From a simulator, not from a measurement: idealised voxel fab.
voxel ribs on slabs: a process module
FYI the section here is cut, 190 nm wide, cells are 5 nm squares.
This document writes a cross-section as a grid whose cells are square, and gives it as bands, listed from the top down; one or more rows of cells form a band.
Heights first: top, then bottom, in nm. Then materials, left to right, each with a width in nm. "all across" on a single material: fills the band edge to edge. "air": empty space.
Counting heights begins at 0, where everything beneath is, in the wafer as received, one material. The lowest band has no bottom; it goes on downwards, as "z 0 and below" shows.
Graded width ("30->40"): value in top row of band = first number; value in bottom row = second number; row-to-row change constant.
"nothing different" means the step left every cell of the cross-section as it was.
Trapped void list: empty space of 8 cells or more with no open way to the top, each as width x height at its distance from the left edge, in nm
The remark found on a step's line after its settings is issued by the simulator itself and pertains to that step.
"overlay nm", when on a step's line for a step with a mask, measures how far to the right of its planned place the mask lay; a negative measure means to the left.
Listed below are the process steps as planned:
| 1 | op RECEIVE | material Si |
| 2 | op DIRECTIONAL_DEP | material SiO2 | thk nm 30 |
| 3 | op DIRECTIONAL_DEP | material polySi | thk nm 15 |
| 4 | op MASKED_ETCH | tone cover | mask id RIB | width nm 25 | etch materials polySi | depth nm 10 | overlay nm 0 |
| 5 | op MASKED_ETCH | tone cover | mask id SLAB | width nm 65 | etch materials polySi | depth nm 5 | overlay nm 0 |
| 6 | op FILL_DEP | material SiO2 | thk nm 15 |
| 7 | op CMP | height nm 55 |
| 8 | op DIRECTIONAL_DEP | material TiN | thk nm 10 |
| 9 | op PATTERN | tone cover | mask id HEATER | material resist | width nm 35 | thk nm 15 | overlay nm 0 |
| 10 | op DIRECTIONAL_ETCH | etch materials TiN | depth nm 10 |
| 11 | op STRIP | etch materials resist |
| 12 | op CONFORMAL_DEP | material SiN | thk nm 10 |
Shown in cross-section is the wafer as received, that is, as it stands after step 1:
  z 0 and below | Si all across
  Trapped void list: none
Result of the module, cross-sectioned: start per above, plan per above, one error in how it was run:
  z 75 to 65 | air=65, then SiN=55, then air=70
  z 65 to 55 | SiN=75, then TiN=35, then SiN=80
  z 55 to 45 | SiO2 all across
  z 45 to 35 | SiO2=80, then polySi=25, then SiO2=85
  z 35 to 30 | SiO2=65, then polySi=65, then SiO2=60
  z 30 to 0 | SiO2 all across
  z 0 and below | Si all across
  Trapped void list: none
Want to know what went wrong? step 5 was not run as planned; what actually ran was op MASKED_ETCH | tone cover | mask id SLAB | width nm 65 | etch materials polySi | depth nm 5 | overlay nm 5
